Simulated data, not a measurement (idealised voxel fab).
Process module, titled voxel ribs on slabs
Cross-section cut: width 190 nm, square cells of 5 nm.
How to read a cross-section here: the picture is a grid of square cells, written as bands going from the top down, and any band can span one or more rows of cells.
Within each band entry, the heights of the top and of the bottom of the band appear first, in that order and in nm; the materials of the band then follow from left to right, each with its corresponding width in nm. The designation "edge to edge" on a single material indicates that it fills the band from edge to edge; the designation "air" indicates empty space.
Heights are measured from 0, the level below which the as-received wafer is all one material; the lowest band has no bottom and continues downward, written as in "from 0 down".
A width given as "30->40" starts at the first number in the band's top row and ends at the second number in its bottom row, shifting by an equal amount at every step from row to row.
Where the words "nothing altered" appear for a step, the cross-section shows no cell changed by that step; every cell remained as before.
This entry, "Voids, fully enclosed", enumerates those empty regions of no fewer than 8 cells that possess no open connection to the top. Each region is reported in the form width x height at distance, the distance being taken from the left edge, with all three quantities expressed in nm.
It should be noted that, on the line of a given step, the content following the step's settings is a remark produced by the simulator itself with respect to that step.
"overlay nm" on a masked step: distance the mask lay right of its planned place, negative for left.

### These are the steps we planned for the process
step 1: RECEIVE with material Si
step 2: DIRECTIONAL_DEP with material SiO2, thk nm 30
step 3: DIRECTIONAL_DEP with material SiN, thk nm 25
step 4: MASKED_ETCH with tone cover, mask id RIB, width nm 20, etch materials SiN, depth nm 15, overlay nm 0
step 5: MASKED_ETCH with tone cover, mask id SLAB, width nm 50, etch materials SiN, depth nm 10, overlay nm 0
step 6: FILL_DEP with material SiO2, thk nm 15
step 7: CMP with height nm 65
step 8: DIRECTIONAL_DEP with material TiN, thk nm 10
step 9: PATTERN with tone cover, mask id HEATER, material resist, width nm 30, thk nm 20, overlay nm 0
step 10: DIRECTIONAL_ETCH with etch materials TiN, depth nm 10
step 11: STRIP with etch materials resist
step 12: CONFORMAL_DEP with material SiN, thk nm 10

### As-received state of the wafer in cross-section, equivalent to post-step 1
- from 0 down  Si edge to edge
- Voids, fully enclosed: none

### Run as planned - first of the two wafers cross-sectioned at the end of the module
- from 85 to 75  70 of air | 50 of SiN | 70 of air
- from 75 to 65  80 of SiN | 30 of TiN | 80 of SiN
- from 65 to 55  SiO2 edge to edge
- from 55 to 40  85 of SiO2 | 20 of SiN | 85 of SiO2
- from 40 to 30  70 of SiO2 | 50 of SiN | 70 of SiO2
- from 30 to 0  SiO2 edge to edge
- from 0 down  Si edge to edge
- Voids, fully enclosed: none

### So this is wafer number two of the two, cut at the end of the module - it started where the first did and had the same plan, we just got one thing wrong running it
- from 85 to 75  70 of air | 50 of SiN | 70 of air
- from 75 to 65  80 of SiN | 30 of TiN | 80 of SiN
- from 65 to 55  70 of SiO2 | 50 of SiN | 70 of SiO2
- from 55 to 30  SiN edge to edge
- from 30 to 0  SiO2 edge to edge
- from 0 down  Si edge to edge
- Voids, fully enclosed: none
Finding, execution versus plan: step 3 of the plan was twice carried out
Heads up, by the end the second wafer has more or fewer cells of some materials compared to the first: 178 more of SiN; 178 fewer of SiO2
